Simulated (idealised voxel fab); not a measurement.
The process module presented herein is designated voxel capacitor over wiring.
Square cells of 5 nm make up the cross-section cut, whose width is 240 nm.
How to read a cross-section here: the picture is a grid of square cells, written as bands going from the top down, and any band can span one or more rows of cells.
Quick guide to a band line: top height, bottom height (nm) up front; then every material left to right with its width in nm. Only one material and it's marked "edge to edge"? Then it fills the band edge to edge. And "blank" just means empty space.
The reference from which all heights are counted is 0, the level beneath which the as-received wafer is entirely one material; the lowest band, having no lower bound, proceeds downward and is written after the example "0 down".
Per-row width for "30..40": begins at first number (top row of band), ends at second number (bottom row), increment between rows held constant.
A step reported as "nothing was modified" is a step in which no cell of the cross-section changed.
Basically, "Closed void list" tells you about the enclosed voids: empty spaces with no open way to the top, 8 cells or bigger, each written width x height at distance, where distance is from the left edge, all in nm.
Step line, after settings: the simulator's comment on this step.
The setting "overlay nm" may be written on the line of a step. When the step uses a mask, the value reports how far to the right of the planned place the mask lay, and a negative value reports that it lay to the left.
Pairs ahead. Before: cross-section ahead of one process step. After: cross-section once the step is done, shown to the lowest changed band only. Under each pair: that step, with settings. Caution: pairs may come from different runs of this module on the same starting wafer; a pair follows the pair above only where its "Pre-step profile" entry says so.
-- Pre-step profile
0 down | Si edge to edge
Closed void list: none
-- Section, Post-Step
15 to 0 | SiO2 edge to edge
Note: structure below 0 unchanged.
Closed void list: none
The step occurring between the two cross-sections depicted above is identified as CONFORMAL_DEP (material SiO2; thk nm 15)
Pre-step profile: This step starts from the configuration shown after the step in the pair immediately above.
-- Section, Post-Step
20 to 15 | TiN edge to edge
Note: structure below 15 unchanged.
Closed void list: none
The step occurring between the two cross-sections depicted above is identified as DIRECTIONAL_DEP (material TiN; thk nm 5)
Pre-step profile: This step starts from the configuration shown after the step in the pair immediately above.
-- Section, Post-Step
35 to 20 | W edge to edge
Note: structure below 20 unchanged.
Closed void list: none
The step occurring between the two cross-sections depicted above is identified as DIRECTIONAL_DEP (material W; thk nm 15)
Pre-step profile: This step starts from the configuration shown after the step in the pair immediately above.
-- Section, Post-Step
35 to 20 | blank=60 / W=30 / blank=60 / W=30 / blank=60
Note: structure below 20 unchanged.
Closed void list: none
The step occurring between the two cross-sections depicted above is identified as MASKED_ETCH (tone cover; mask id METAL_1; width nm 30; pitch nm 90; etch materials W; depth nm 15; overlay nm 0)
Pre-step profile: This step starts from the configuration shown after the step in the pair immediately above.
-- Section, Post-Step
35 to 20 | blank=60 / W=30 / blank=60 / W=30 / blank=60
20 to 15 | blank=60 / TiN=30 / blank=60 / TiN=30 / blank=60
Note: structure below 15 unchanged.
Closed void list: none
The step occurring between the two cross-sections depicted above is identified as MASKED_ETCH (tone cover; mask id METAL_1; width nm 30; pitch nm 90; etch materials TiN; depth nm 5; overlay nm 0)
Pre-step profile: This step starts from the configuration shown after the step in the pair immediately above.
-- Section, Post-Step
45 to 35 | SiO2 edge to edge
35 to 20 | SiO2=60 / W=30 / SiO2=60 / W=30 / SiO2=60
20 to 15 | SiO2=60 / TiN=30 / SiO2=60 / TiN=30 / SiO2=60
Note: structure below 15 unchanged.
Closed void list: none
The step occurring between the two cross-sections depicted above is identified as FILL_DEP (material SiO2; thk nm 10)
Pre-step profile: This step starts from the configuration shown after the step in the pair immediately above.
-- Section, Post-Step
35 to 20 | SiO2=60 / W=30 / SiO2=60 / W=30 / SiO2=60
Note: structure below 20 unchanged.
Closed void list: none
The step occurring between the two cross-sections depicted above is identified as CMP (height nm 35)
Pre-step profile: This step starts from the configuration shown after the step in the pair immediately above.
-- Section, Post-Step
40 to 35 | SiCN edge to edge
Note: structure below 35 unchanged.
Closed void list: none
The step occurring between the two cross-sections depicted above is identified as CONFORMAL_DEP (material SiCN; thk nm 5)
Pre-step profile: This step starts from the configuration shown after the step in the pair immediately above.
-- Section, Post-Step
60 to 40 | lowk edge to edge
Note: structure below 40 unchanged.
Closed void list: none
The step occurring between the two cross-sections depicted above is identified as DIRECTIONAL_DEP (material lowk; thk nm 20)
Pre-step profile: This step starts from the configuration shown after the step in the pair immediately above.
-- Section, Post-Step
80 to 60 | resist=75 / blank=15 / resist=150
Note: structure below 60 unchanged.
Closed void list: none
The step occurring between the two cross-sections depicted above is identified as PATTERN (tone open; mask id PLUG_1; material resist; width nm 15; thk nm 20; overlay nm 0)
Pre-step profile: This step starts from the configuration shown after the step in the pair immediately above.
-- Section, Post-Step
80 to 60 | resist=75 / blank=15 / resist=150
60 to 40 | lowk=75 / blank=15 / lowk=150
Note: structure below 40 unchanged.
Closed void list: none
The step occurring between the two cross-sections depicted above is identified as DIRECTIONAL_ETCH (etch materials lowk; depth nm 20)
Pre-step profile: This step starts from the configuration shown after the step in the pair immediately above.
-- Section, Post-Step
80 to 60 | resist=75 / blank=15 / resist=150
60 to 40 | lowk=75 / blank=15 / lowk=150
40 to 35 | SiCN=75 / blank=15 / SiCN=150
Note: structure below 35 unchanged.
Closed void list: none
The step occurring between the two cross-sections depicted above is identified as DIRECTIONAL_ETCH (etch materials SiCN; depth nm 5)
Pre-step profile: This step starts from the configuration shown after the step in the pair immediately above.
-- Section, Post-Step
60 to 40 | lowk=75 / blank=15 / lowk=150
Note: structure below 40 unchanged.
Closed void list: none
The step occurring between the two cross-sections depicted above is identified as STRIP (etch materials resist)
Pre-step profile: This step starts from the configuration shown after the step in the pair immediately above.
-- Section, Post-Step
60 to 45 | lowk=75 / blank=15 / lowk=150
45 to 40 | lowk=75 / Ru=15 / lowk=150
40 to 35 | SiCN=75 / Ru=15 / SiCN=150
Note: structure below 35 unchanged.
Closed void list: none
The step occurring between the two cross-sections depicted above is identified as EPI (material Ru; thk nm 10)
Pre-step profile: This step starts from the configuration shown after the step in the pair immediately above.
-- Section, Post-Step
60 to 55 | lowk=75 / blank=15 / lowk=150
55 to 40 | lowk=75 / Ru=15 / lowk=150
Note: structure below 40 unchanged.
Closed void list: none
The step occurring between the two cross-sections depicted above is identified as EPI (material Ru; thk nm 10)
Pre-step profile: This step starts from the configuration shown after the step in the pair immediately above.
-- Section, Post-Step
60 to 40 | lowk=75 / Ru=15 / lowk=150
Note: structure below 40 unchanged.
Closed void list: none
The step occurring between the two cross-sections depicted above is identified as EPI (material Ru; thk nm 5)
Pre-step profile: This step starts from the configuration shown after the step in the pair immediately above.
-- Section, Post-Step
65 to 60 | TiN edge to edge
Note: structure below 60 unchanged.
Closed void list: none
The step occurring between the two cross-sections depicted above is identified as DIRECTIONAL_DEP (material TiN; thk nm 5)
Pre-step profile: This step starts from the configuration shown after the step in the pair immediately above.
-- Section, Post-Step
70 to 65 | SiN edge to edge
Note: structure below 65 unchanged.
Closed void list: none
The step occurring between the two cross-sections depicted above is identified as DIRECTIONAL_DEP (material SiN; thk nm 5)
Pre-step profile: This step starts from the configuration shown after the step in the pair immediately above.
-- Section, Post-Step
80 to 70 | TiN edge to edge
Note: structure below 70 unchanged.
Closed void list: none
The step occurring between the two cross-sections depicted above is identified as DIRECTIONAL_DEP (material TiN; thk nm 10)
Pre-step profile: This step starts from the configuration shown after the step in the pair immediately above.
-- Section, Post-Step
95 to 80 | blank=75 / resist=65 / blank=100
Note: structure below 80 unchanged.
Closed void list: none
The step occurring between the two cross-sections depicted above is identified as PATTERN (tone cover; mask id UPPER_PLATE; material resist; width nm 65; thk nm 15; overlay nm 0)
Pre-step profile: This step starts from the configuration shown after the step in the pair immediately above.
-- Section, Post-Step
95 to 80 | blank=75 / resist=65 / blank=100
80 to 70 | blank=75 / TiN=65 / blank=100
Note: structure below 70 unchanged.
Closed void list: none
The step occurring between the two cross-sections depicted above is identified as DIRECTIONAL_ETCH (etch materials TiN; depth nm 10)
Pre-step profile: This step starts from the configuration shown after the step in the pair immediately above.
-- Section, Post-Step
95 to 80 | blank=75 / resist=65 / blank=100
80 to 70 | blank=75 / TiN=65 / blank=100
70 to 65 | blank=75 / SiN=65 / blank=100
Note: structure below 65 unchanged.
Closed void list: none
The step occurring between the two cross-sections depicted above is identified as DIRECTIONAL_ETCH (etch materials SiN; depth nm 5)
Pre-step profile: This step starts from the configuration shown after the step in the pair immediately above.
-- Section, Post-Step
80 to 70 | blank=75 / TiN=65 / blank=100
Note: structure below 70 unchanged.
Closed void list: none
The step occurring between the two cross-sections depicted above is identified as STRIP (etch materials resist)
Pre-step profile: This step starts from the configuration shown after the step in the pair immediately above.
-- Section, Post-Step
80 to 70 | blank=75 / TiN=65 / blank=100
70 to 65 | blank=75 / SiN=65 / blank=100
65 to 60 | blank=70 / TiN=75 / blank=95
Note: structure below 60 unchanged.
Closed void list: none
The step occurring between the two cross-sections depicted above is identified as MASKED_ETCH (tone cover; mask id LOWER_PLATE; width nm 75; etch materials TiN; depth nm 5; overlay nm 0)
Pre-step profile: This step starts from the configuration shown after the step in the pair immediately above.
-- Section, Post-Step
95 to 80 | SiO2 edge to edge
80 to 70 | SiO2=75 / TiN=65 / SiO2=100
70 to 65 | SiO2=75 / SiN=65 / SiO2=100
65 to 60 | SiO2=70 / TiN=75 / SiO2=95
Note: structure below 60 unchanged.
Closed void list: none
The step occurring between the two cross-sections depicted above is identified as FILL_DEP (material SiO2; thk nm 15)
Pre-step profile: This step starts from the configuration shown after the step in the pair immediately above.
-- Section, Post-Step
90 to 80 | SiO2 edge to edge
Note: structure below 80 unchanged.
Closed void list: none
The step occurring between the two cross-sections depicted above is identified as CMP (height nm 90)
Pre-step profile: This step starts from the configuration shown after the step in the pair immediately above.
-- Section, Post-Step
100 to 90 | aC edge to edge
Note: structure below 90 unchanged.
Closed void list: none
The step occurring between the two cross-sections depicted above is identified as DIRECTIONAL_DEP (material aC; thk nm 10)
Pre-step profile: This step starts from the configuration shown after the step in the pair immediately above.
-- Section, Post-Step
125 to 100 | resist=85 / blank=15 / resist=140
Note: structure below 100 unchanged.
Closed void list: none
The step occurring between the two cross-sections depicted above is identified as PATTERN (tone open; mask id PLUG_2; material resist; width nm 15; thk nm 25; overlay nm 0)
Pre-step profile: This step starts from the configuration shown after the step in the pair immediately above.
-- Section, Post-Step
115 to 100 | resist=85 / blank=15 / resist=140
100 to 90 | aC=85 / blank=15 / aC=140
Note: structure below 90 unchanged.
Closed void list: none
The step occurring between the two cross-sections depicted above is identified as DIRECTIONAL_ETCH (etch materials aC; depth nm 10)
Pre-step profile: This step starts from the configuration shown after the step in the pair immediately above.
-- Section, Post-Step
100 to 90 | aC=85 / blank=15 / aC=140
Note: structure below 90 unchanged.
Closed void list: none
The step occurring between the two cross-sections depicted above is identified as STRIP (etch materials resist)
Pre-step profile: This step starts from the configuration shown after the step in the pair immediately above.
-- Section, Post-Step
100 to 90 | aC=85 / blank=15 / aC=140
90 to 80 | SiO2=85 / blank=15 / SiO2=140
Note: structure below 80 unchanged.
Closed void list: none
The step occurring between the two cross-sections depicted above is identified as DIRECTIONAL_ETCH (etch materials SiO2; depth nm 10)
Pre-step profile: This step starts from the configuration shown after the step in the pair immediately above.
-- Section, Post-Step
90 to 80 | SiO2=85 / blank=15 / SiO2=140
Note: structure below 80 unchanged.
Closed void list: none
The step occurring between the two cross-sections depicted above is identified as STRIP (etch materials aC)
Pre-step profile: This step starts from the configuration shown after the step in the pair immediately above.
-- Section, Post-Step
95 to 90 | TiN=90 / blank=5 / TiN=145
90 to 85 | SiO2=85 / TiN=5 / blank=5 / TiN=5 / SiO2=140
85 to 80 | SiO2=85 / TiN=15 / SiO2=140
Note: structure below 80 unchanged.
Closed void list: none
The step occurring between the two cross-sections depicted above is identified as CONFORMAL_DEP (material TiN; thk nm 5)
Pre-step profile: This step starts from the configuration shown after the step in the pair immediately above.
-- Section, Post-Step
100 to 95 | Ru edge to edge
95 to 90 | TiN=90 / Ru=5 / TiN=145
90 to 85 | SiO2=85 / TiN=5 / Ru=5 / TiN=5 / SiO2=140
Note: structure below 85 unchanged.
Closed void list: none
The step occurring between the two cross-sections depicted above is identified as FILL_DEP (material Ru; thk nm 5)
Pre-step profile: This step starts from the configuration shown after the step in the pair immediately above.
-- Section, Post-Step
90 to 85 | SiO2=85 / TiN=5 / Ru=5 / TiN=5 / SiO2=140
Note: structure below 85 unchanged.
Closed void list: none
The step occurring between the two cross-sections depicted above is identified as CMP (height nm 90)
Pre-step profile: This step starts from the configuration shown after the step in the pair immediately above.
-- Section, Post-Step
95 to 90 | SiN edge to edge
Note: structure below 90 unchanged.
Closed void list: none
The step occurring between the two cross-sections depicted above is identified as CONFORMAL_DEP (material SiN; thk nm 5)
-- Pre-step profile
60 to 45 | lowk=75 / blank=15 / lowk=150
45 to 40 | lowk=75 / Ru=15 / lowk=150
40 to 35 | SiCN=75 / Ru=15 / SiCN=150
35 to 20 | SiO2=60 / W=30 / SiO2=60 / W=30 / SiO2=60
20 to 15 | SiO2=60 / TiN=30 / SiO2=60 / TiN=30 / SiO2=60
15 to 0 | SiO2 edge to edge
0 down | Si edge to edge
Closed void list: none
-- Section, Post-Step
60 to 50 | lowk=75 / blank=15 / lowk=150
50 to 40 | lowk=75 / Ru=15 / lowk=150
Note: structure below 40 unchanged.
Closed void list: none
The step occurring between the two cross-sections depicted above is identified as EPI (material Ru; thk nm 5)
Pre-step profile: This step starts from the configuration shown after the step in the pair immediately above.
-- Section, Post-Step
65 to 60 | TiN=75 / blank=15 / TiN=150
60 to 55 | lowk=75 / blank=15 / lowk=150
55 to 50 | lowk=75 / TiN=15 / lowk=150
Note: structure below 50 unchanged.
Closed void list: none
The step occurring between the two cross-sections depicted above is identified as DIRECTIONAL_DEP (material TiN; thk nm 5)
Pre-step profile: This step starts from the configuration shown after the step in the pair immediately above.
-- Section, Post-Step
70 to 65 | SiN=75 / blank=15 / SiN=150
65 to 60 | TiN=75 / blank=15 / TiN=150
60 to 55 | lowk=75 / SiN=15 / lowk=150
Note: structure below 55 unchanged.
Closed void list: none
The step occurring between the two cross-sections depicted above is identified as DIRECTIONAL_DEP (material SiN; thk nm 5)
Pre-step profile: This step starts from the configuration shown after the step in the pair immediately above.
-- Section, Post-Step
80 to 70 | TiN=75 / blank=15 / TiN=150
70 to 65 | SiN=75 / TiN=15 / SiN=150
65 to 60 | TiN edge to edge
Note: structure below 60 unchanged.
Closed void list: none
The step occurring between the two cross-sections depicted above is identified as DIRECTIONAL_DEP (material TiN; thk nm 10)
Pre-step profile: This step starts from the configuration shown after the step in the pair immediately above.
-- Section, Post-Step
95 to 80 | blank=75 / resist=65 / blank=100
80 to 70 | TiN=75 / resist=15 / TiN=150
Note: structure below 70 unchanged.
Closed void list: none
The step occurring between the two cross-sections depicted above is identified as PATTERN (tone cover; mask id UPPER_PLATE; material resist; width nm 65; thk nm 15; overlay nm 0)
Pre-step profile: This step starts from the configuration shown after the step in the pair immediately above.
-- Section, Post-Step
95 to 80 | blank=75 / resist=65 / blank=100
80 to 70 | blank=75 / resist=15 / TiN=50 / blank=100
Note: structure below 70 unchanged.
Closed void list: none
The step occurring between the two cross-sections depicted above is identified as DIRECTIONAL_ETCH (etch materials TiN; depth nm 10)
Pre-step profile: This step starts from the configuration shown after the step in the pair immediately above.
-- Section, Post-Step
95 to 80 | blank=75 / resist=65 / blank=100
80 to 70 | blank=75 / resist=15 / TiN=50 / blank=100
70 to 65 | blank=75 / TiN=15 / SiN=50 / blank=100
Note: structure below 65 unchanged.
Closed void list: none
The step occurring between the two cross-sections depicted above is identified as DIRECTIONAL_ETCH (etch materials SiN; depth nm 5)
Pre-step profile: This step starts from the configuration shown after the step in the pair immediately above.
-- Section, Post-Step
80 to 70 | blank=90 / TiN=50 / blank=100
Note: structure below 70 unchanged.
Closed void list: none
The step occurring between the two cross-sections depicted above is identified as STRIP (etch materials resist)
Pre-step profile: This step starts from the configuration shown after the step in the pair immediately above.
-- Section, Post-Step
80 to 70 | blank=90 / TiN=50 / blank=100
70 to 65 | blank=75 / TiN=15 / SiN=50 / blank=100
65 to 60 | blank=70 / TiN=75 / blank=95
Note: structure below 60 unchanged.
Closed void list: none
The step occurring between the two cross-sections depicted above is identified as MASKED_ETCH (tone cover; mask id LOWER_PLATE; width nm 75; etch materials TiN; depth nm 5; overlay nm 0)
Pre-step profile: This step starts from the configuration shown after the step in the pair immediately above.
-- Section, Post-Step
95 to 80 | SiO2 edge to edge
80 to 70 | SiO2=90 / TiN=50 / SiO2=100
70 to 65 | SiO2=75 / TiN=15 / SiN=50 / SiO2=100
65 to 60 | SiO2=70 / TiN=75 / SiO2=95
Note: structure below 60 unchanged.
Closed void list: none
The step occurring between the two cross-sections depicted above is identified as FILL_DEP (material SiO2; thk nm 15)
Pre-step profile: This step starts from the configuration shown after the step in the pair immediately above.
-- Section, Post-Step
90 to 80 | SiO2 edge to edge
Note: structure below 80 unchanged.
Closed void list: none
The step occurring between the two cross-sections depicted above is identified as CMP (height nm 90)
Pre-step profile: This step starts from the configuration shown after the step in the pair immediately above.
-- Section, Post-Step
100 to 90 | aC edge to edge
Note: structure below 90 unchanged.
Closed void list: none
The step occurring between the two cross-sections depicted above is identified as DIRECTIONAL_DEP (material aC; thk nm 10)
Pre-step profile: This step starts from the configuration shown after the step in the pair immediately above.
-- Section, Post-Step
125 to 100 | resist=85 / blank=15 / resist=140
Note: structure below 100 unchanged.
Closed void list: none
The step occurring between the two cross-sections depicted above is identified as PATTERN (tone open; mask id PLUG_2; material resist; width nm 15; thk nm 25; overlay nm 0)
Pre-step profile: This step starts from the configuration shown after the step in the pair immediately above.
-- Section, Post-Step
115 to 100 | resist=85 / blank=15 / resist=140
100 to 90 | aC=85 / blank=15 / aC=140
Note: structure below 90 unchanged.
Closed void list: none
The step occurring between the two cross-sections depicted above is identified as DIRECTIONAL_ETCH (etch materials aC; depth nm 10)
Pre-step profile: This step starts from the configuration shown after the step in the pair immediately above.
-- Section, Post-Step
100 to 90 | aC=85 / blank=15 / aC=140
Note: structure below 90 unchanged.
Closed void list: none
The step occurring between the two cross-sections depicted above is identified as STRIP (etch materials resist)
Pre-step profile: This step starts from the configuration shown after the step in the pair immediately above.
-- Section, Post-Step
100 to 90 | aC=85 / blank=15 / aC=140
90 to 80 | SiO2=85 / blank=15 / SiO2=140
Note: structure below 80 unchanged.
Closed void list: none
The step occurring between the two cross-sections depicted above is identified as DIRECTIONAL_ETCH (etch materials SiO2; depth nm 10)
Pre-step profile: This step starts from the configuration shown after the step in the pair immediately above.
-- Section, Post-Step
90 to 80 | SiO2=85 / blank=15 / SiO2=140
Note: structure below 80 unchanged.
Closed void list: none
The step occurring between the two cross-sections depicted above is identified as STRIP (etch materials aC)
Pre-step profile: This step starts from the configuration shown after the step in the pair immediately above.
-- Section, Post-Step
95 to 90 | TiN=90 / blank=5 / TiN=145
90 to 85 | SiO2=85 / TiN=5 / blank=5 / TiN=5 / SiO2=140
85 to 80 | SiO2=85 / TiN=15 / SiO2=140
Note: structure below 80 unchanged.
Closed void list: none
The step occurring between the two cross-sections depicted above is identified as CONFORMAL_DEP (material TiN; thk nm 5)
Pre-step profile: This step starts from the configuration shown after the step in the pair immediately above.
-- Section, Post-Step
100 to 95 | Ru edge to edge
95 to 90 | TiN=90 / Ru=5 / TiN=145
90 to 85 | SiO2=85 / TiN=5 / Ru=5 / TiN=5 / SiO2=140
Note: structure below 85 unchanged.
Closed void list: none
The step occurring between the two cross-sections depicted above is identified as FILL_DEP (material Ru; thk nm 5)
Pre-step profile: This step starts from the configuration shown after the step in the pair immediately above.
-- Section, Post-Step
90 to 85 | SiO2=85 / TiN=5 / Ru=5 / TiN=5 / SiO2=140
Note: structure below 85 unchanged.
Closed void list: none
The step occurring between the two cross-sections depicted above is identified as CMP (height nm 90)
Pre-step profile: This step starts from the configuration shown after the step in the pair immediately above.
-- Section, Post-Step
95 to 90 | SiN edge to edge
Note: structure below 90 unchanged.
Closed void list: none
The step occurring between the two cross-sections depicted above is identified as CONFORMAL_DEP (material SiN; thk nm 5)
-- Pre-step profile
15 to 0 | SiO2 edge to edge
0 down | Si edge to edge
Closed void list: none
-- Section, Post-Step
30 to 0 | SiO2 edge to edge
Note: structure below 0 unchanged.
Closed void list: none
The step occurring between the two cross-sections depicted above is identified as CONFORMAL_DEP (material SiO2; thk nm 15)
Pre-step profile: This step starts from the configuration shown after the step in the pair immediately above.
-- Section, Post-Step
35 to 30 | TiN edge to edge
Note: structure below 30 unchanged.
Closed void list: none
The step occurring between the two cross-sections depicted above is identified as DIRECTIONAL_DEP (material TiN; thk nm 5)
Pre-step profile: This step starts from the configuration shown after the step in the pair immediately above.
-- Section, Post-Step
50 to 35 | W edge to edge
Note: structure below 35 unchanged.
Closed void list: none
The step occurring between the two cross-sections depicted above is identified as DIRECTIONAL_DEP (material W; thk nm 15)
Pre-step profile: This step starts from the configuration shown after the step in the pair immediately above.
-- Section, Post-Step
50 to 35 | blank=60 / W=30 / blank=60 / W=30 / blank=60
Note: structure below 35 unchanged.
Closed void list: none
The step occurring between the two cross-sections depicted above is identified as MASKED_ETCH (tone cover; mask id METAL_1; width nm 30; pitch nm 90; etch materials W; depth nm 15; overlay nm 0)
Pre-step profile: This step starts from the configuration shown after the step in the pair immediately above.
-- Section, Post-Step
50 to 35 | blank=60 / W=30 / blank=60 / W=30 / blank=60
35 to 30 | blank=60 / TiN=30 / blank=60 / TiN=30 / blank=60
Note: structure below 30 unchanged.
Closed void list: none
The step occurring between the two cross-sections depicted above is identified as MASKED_ETCH (tone cover; mask id METAL_1; width nm 30; pitch nm 90; etch materials TiN; depth nm 5; overlay nm 0)
Pre-step profile: This step starts from the configuration shown after the step in the pair immediately above.
-- Section, Post-Step
60 to 50 | SiO2 edge to edge
50 to 35 | SiO2=60 / W=30 / SiO2=60 / W=30 / SiO2=60
35 to 30 | SiO2=60 / TiN=30 / SiO2=60 / TiN=30 / SiO2=60
Note: structure below 30 unchanged.
Closed void list: none
The step occurring between the two cross-sections depicted above is identified as FILL_DEP (material SiO2; thk nm 10)
Pre-step profile: This step starts from the configuration shown after the step in the pair immediately above.
-- Section, Post-Step
35 to 30 | SiO2=60 / TiN=30 / SiO2=60 / TiN=30 / SiO2=60
Note: structure below 30 unchanged.
Closed void list: none
The step occurring between the two cross-sections depicted above is identified as CMP (height nm 35)
Pre-step profile: This step starts from the configuration shown after the step in the pair immediately above.
-- Section, Post-Step
40 to 35 | SiCN edge to edge
Note: structure below 35 unchanged.
Closed void list: none
The step occurring between the two cross-sections depicted above is identified as CONFORMAL_DEP (material SiCN; thk nm 5)
Pre-step profile: This step starts from the configuration shown after the step in the pair immediately above.
-- Section, Post-Step
60 to 40 | lowk edge to edge
Note: structure below 40 unchanged.
Closed void list: none
The step occurring between the two cross-sections depicted above is identified as DIRECTIONAL_DEP (material lowk; thk nm 20)
Pre-step profile: This step starts from the configuration shown after the step in the pair immediately above.
-- Section, Post-Step
80 to 60 | resist=75 / blank=15 / resist=150
Note: structure below 60 unchanged.
Closed void list: none
The step occurring between the two cross-sections depicted above is identified as PATTERN (tone open; mask id PLUG_1; material resist; width nm 15; thk nm 20; overlay nm 0)
Pre-step profile: This step starts from the configuration shown after the step in the pair immediately above.
-- Section, Post-Step
80 to 60 | resist=75 / blank=15 / resist=150
60 to 40 | lowk=75 / blank=15 / lowk=150
Note: structure below 40 unchanged.
Closed void list: none
The step occurring between the two cross-sections depicted above is identified as DIRECTIONAL_ETCH (etch materials lowk; depth nm 20)
Pre-step profile: This step starts from the configuration shown after the step in the pair immediately above.
-- Section, Post-Step
80 to 60 | resist=75 / blank=15 / resist=150
60 to 40 | lowk=75 / blank=15 / lowk=150
40 to 35 | SiCN=75 / blank=15 / SiCN=150
Note: structure below 35 unchanged.
Closed void list: none
The step occurring between the two cross-sections depicted above is identified as DIRECTIONAL_ETCH (etch materials SiCN; depth nm 5)
Pre-step profile: This step starts from the configuration shown after the step in the pair immediately above.
-- Section, Post-Step
60 to 40 | lowk=75 / blank=15 / lowk=150
Note: structure below 40 unchanged.
Closed void list: none
The step occurring between the two cross-sections depicted above is identified as STRIP (etch materials resist)
Pre-step profile: This step starts from the configuration shown after the step in the pair immediately above.
-- Section, Post-Step
60 to 45 | lowk=75 / blank=15 / lowk=150
45 to 40 | lowk=75 / Ru=15 / lowk=150
40 to 35 | SiCN=75 / Ru=15 / SiCN=150
Note: structure below 35 unchanged.
Closed void list: none
The step occurring between the two cross-sections depicted above is identified as EPI (material Ru; thk nm 10)
Pre-step profile: This step starts from the configuration shown after the step in the pair immediately above.
-- Section, Post-Step
60 to 55 | lowk=75 / blank=15 / lowk=150
55 to 40 | lowk=75 / Ru=15 / lowk=150
Note: structure below 40 unchanged.
Closed void list: none
The step occurring between the two cross-sections depicted above is identified as EPI (material Ru; thk nm 10)
Pre-step profile: This step starts from the configuration shown after the step in the pair immediately above.
-- Section, Post-Step
60 to 40 | lowk=75 / Ru=15 / lowk=150
Note: structure below 40 unchanged.
Closed void list: none
The step occurring between the two cross-sections depicted above is identified as EPI (material Ru; thk nm 5)
Pre-step profile: This step starts from the configuration shown after the step in the pair immediately above.
-- Section, Post-Step
65 to 60 | TiN edge to edge
Note: structure below 60 unchanged.
Closed void list: none
The step occurring between the two cross-sections depicted above is identified as DIRECTIONAL_DEP (material TiN; thk nm 5)
Pre-step profile: This step starts from the configuration shown after the step in the pair immediately above.
-- Section, Post-Step
70 to 65 | SiN edge to edge
Note: structure below 65 unchanged.
Closed void list: none
The step occurring between the two cross-sections depicted above is identified as DIRECTIONAL_DEP (material SiN; thk nm 5)
Pre-step profile: This step starts from the configuration shown after the step in the pair immediately above.
-- Section, Post-Step
80 to 70 | TiN edge to edge
Note: structure below 70 unchanged.
Closed void list: none
The step occurring between the two cross-sections depicted above is identified as DIRECTIONAL_DEP (material TiN; thk nm 10)
Pre-step profile: This step starts from the configuration shown after the step in the pair immediately above.
-- Section, Post-Step
95 to 80 | blank=75 / resist=65 / blank=100
Note: structure below 80 unchanged.
Closed void list: none
The step occurring between the two cross-sections depicted above is identified as PATTERN (tone cover; mask id UPPER_PLATE; material resist; width nm 65; thk nm 15; overlay nm 0)
Pre-step profile: This step starts from the configuration shown after the step in the pair immediately above.
-- Section, Post-Step
95 to 80 | blank=75 / resist=65 / blank=100
80 to 70 | blank=75 / TiN=65 / blank=100
Note: structure below 70 unchanged.
Closed void list: none
The step occurring between the two cross-sections depicted above is identified as DIRECTIONAL_ETCH (etch materials TiN; depth nm 10)
Pre-step profile: This step starts from the configuration shown after the step in the pair immediately above.
-- Section, Post-Step
95 to 80 | blank=75 / resist=65 / blank=100
80 to 70 | blank=75 / TiN=65 / blank=100
70 to 65 | blank=75 / SiN=65 / blank=100
Note: structure below 65 unchanged.
Closed void list: none
The step occurring between the two cross-sections depicted above is identified as DIRECTIONAL_ETCH (etch materials SiN; depth nm 5)
Pre-step profile: This step starts from the configuration shown after the step in the pair immediately above.
-- Section, Post-Step
80 to 70 | blank=75 / TiN=65 / blank=100
Note: structure below 70 unchanged.
Closed void list: none
The step occurring between the two cross-sections depicted above is identified as STRIP (etch materials resist)
Pre-step profile: This step starts from the configuration shown after the step in the pair immediately above.
-- Section, Post-Step
80 to 70 | blank=75 / TiN=65 / blank=100
70 to 65 | blank=75 / SiN=65 / blank=100
65 to 60 | blank=70 / TiN=75 / blank=95
Note: structure below 60 unchanged.
Closed void list: none
The step occurring between the two cross-sections depicted above is identified as MASKED_ETCH (tone cover; mask id LOWER_PLATE; width nm 75; etch materials TiN; depth nm 5; overlay nm 0)
Pre-step profile: This step starts from the configuration shown after the step in the pair immediately above.
-- Section, Post-Step
95 to 80 | SiO2 edge to edge
80 to 70 | SiO2=75 / TiN=65 / SiO2=100
70 to 65 | SiO2=75 / SiN=65 / SiO2=100
65 to 60 | SiO2=70 / TiN=75 / SiO2=95
Note: structure below 60 unchanged.
Closed void list: none
The step occurring between the two cross-sections depicted above is identified as FILL_DEP (material SiO2; thk nm 15)
Pre-step profile: This step starts from the configuration shown after the step in the pair immediately above.
-- Section, Post-Step
90 to 80 | SiO2 edge to edge
Note: structure below 80 unchanged.
Closed void list: none
The step occurring between the two cross-sections depicted above is identified as CMP (height nm 90)
Pre-step profile: This step starts from the configuration shown after the step in the pair immediately above.
-- Section, Post-Step
100 to 90 | aC edge to edge
Note: structure below 90 unchanged.
Closed void list: none
The step occurring between the two cross-sections depicted above is identified as DIRECTIONAL_DEP (material aC; thk nm 10)
Pre-step profile: This step starts from the configuration shown after the step in the pair immediately above.
-- Section, Post-Step
125 to 100 | resist=85 / blank=15 / resist=140
Note: structure below 100 unchanged.
Closed void list: none
The step occurring between the two cross-sections depicted above is identified as PATTERN (tone open; mask id PLUG_2; material resist; width nm 15; thk nm 25; overlay nm 0)
Pre-step profile: This step starts from the configuration shown after the step in the pair immediately above.
-- Section, Post-Step
115 to 100 | resist=85 / blank=15 / resist=140
100 to 90 | aC=85 / blank=15 / aC=140
Note: structure below 90 unchanged.
Closed void list: none
The step occurring between the two cross-sections depicted above is identified as DIRECTIONAL_ETCH (etch materials aC; depth nm 10)
Pre-step profile: This step starts from the configuration shown after the step in the pair immediately above.
-- Section, Post-Step
100 to 90 | aC=85 / blank=15 / aC=140
Note: structure below 90 unchanged.
Closed void list: none
The step occurring between the two cross-sections depicted above is identified as STRIP (etch materials resist)
Pre-step profile: This step starts from the configuration shown after the step in the pair immediately above.
-- Section, Post-Step
100 to 90 | aC=85 / blank=15 / aC=140
90 to 80 | SiO2=85 / blank=15 / SiO2=140
Note: structure below 80 unchanged.
Closed void list: none
The step occurring between the two cross-sections depicted above is identified as DIRECTIONAL_ETCH (etch materials SiO2; depth nm 10)
Pre-step profile: This step starts from the configuration shown after the step in the pair immediately above.
-- Section, Post-Step
90 to 80 | SiO2=85 / blank=15 / SiO2=140
Note: structure below 80 unchanged.
Closed void list: none
The step occurring between the two cross-sections depicted above is identified as STRIP (etch materials aC)
Pre-step profile: This step starts from the configuration shown after the step in the pair immediately above.
-- Section, Post-Step
95 to 90 | TiN=90 / blank=5 / TiN=145
90 to 85 | SiO2=85 / TiN=5 / blank=5 / TiN=5 / SiO2=140
85 to 80 | SiO2=85 / TiN=15 / SiO2=140
Note: structure below 80 unchanged.
Closed void list: none
The step occurring between the two cross-sections depicted above is identified as CONFORMAL_DEP (material TiN; thk nm 5)
